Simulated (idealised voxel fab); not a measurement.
Process module in this document: voxel quadruple lines
cross-section cut | 280 nm wide | cells 5 nm
Heads up, the way a cross-section reads in here is a grid of square cells, handed over as bands from the top down, with every band being one or more rows of cells. What a band's entry tells you: where the top is and where the bottom is, as heights in nm, and after that what lies inside, material by material from left to right, each with its width in nm. Empty space is written as the word "air", and a single material marked with the word "full width" occupies the band from edge to edge. All heights in this document are referenced to 0, defined as the level beneath which the wafer, as received, consists entirely of one material. The lowest band is not bounded below; it extends indefinitely downward and is written in the form "0 down". Width "30->40": first value at the band's top row of cells, second value at its bottom row, equal change from row to row. It should be understood that the words "no alteration", when stated for a given step, signify that the cross-section underwent no change in any of its cells during that step. The list in "Closed void list" covers empty spaces of 8 cells or more that cannot reach the top through any open way, and it gives each as width x height at distance; the distance is from the left edge, and width, height and distance are in nm. after a step's settings: what the simulator itself notes on the step. "overlay nm" denotes, for a step that has a mask, the displacement of the mask to the right of its planned place, with negative values corresponding to the left.
**Here's what the planned process steps look like**
1) RECEIVE, material Si
2) CONFORMAL_DEP, material SiO2, thk nm 5
3) DIRECTIONAL_DEP, material W, thk nm 15
4) DIRECTIONAL_DEP, material polySi, thk nm 20
5) DIRECTIONAL_DEP, material aC, thk nm 20
6) PATTERN, tone cover, mask id MANDREL, material resist, width nm 25, thk nm 30, overlay nm 0
7) DIRECTIONAL_ETCH, etch materials aC, depth nm 20
8) STRIP, etch materials resist
9) CONFORMAL_DEP, material SiO2, thk nm 15
10) DIRECTIONAL_ETCH, etch materials SiO2, depth nm 15
11) STRIP, etch materials aC
12) DIRECTIONAL_ETCH, etch materials polySi, depth nm 20
13) STRIP, etch materials SiO2
14) CONFORMAL_DEP, material SiCN, thk nm 5
15) DIRECTIONAL_ETCH, etch materials SiCN, depth nm 5
16) STRIP, etch materials polySi
17) DIRECTIONAL_ETCH, etch materials W, depth nm 15
18) STRIP, etch materials SiCN
**Cross-section: wafer on arrival = after step 1**
0 down = Si full width
Closed void list: none
**End-of-module XS, first of two wafers, run as planned**
20 to 5 = air 105 nm | W 5 nm | air 15 nm | W 5 nm | air 15 nm | W 5 nm | air 15 nm | W 5 nm | air 110 nm
5 to 0 = SiO2 full width
0 down = Si full width
Closed void list: none
**Cross-section, wafer two of two, end of module: same start and plan as wafer one, one error in execution**
15 to 0 = air 105 nm | W 5 nm | air 15 nm | W 5 nm | air 15 nm | W 5 nm | air 15 nm | W 5 nm | air 110 nm
0 down = Si full width
Closed void list: none
Deviation from plan: step 2 of the plan was excluded from execution and never run
at the end the second wafer has, in cells: SiO2: 56 fewer
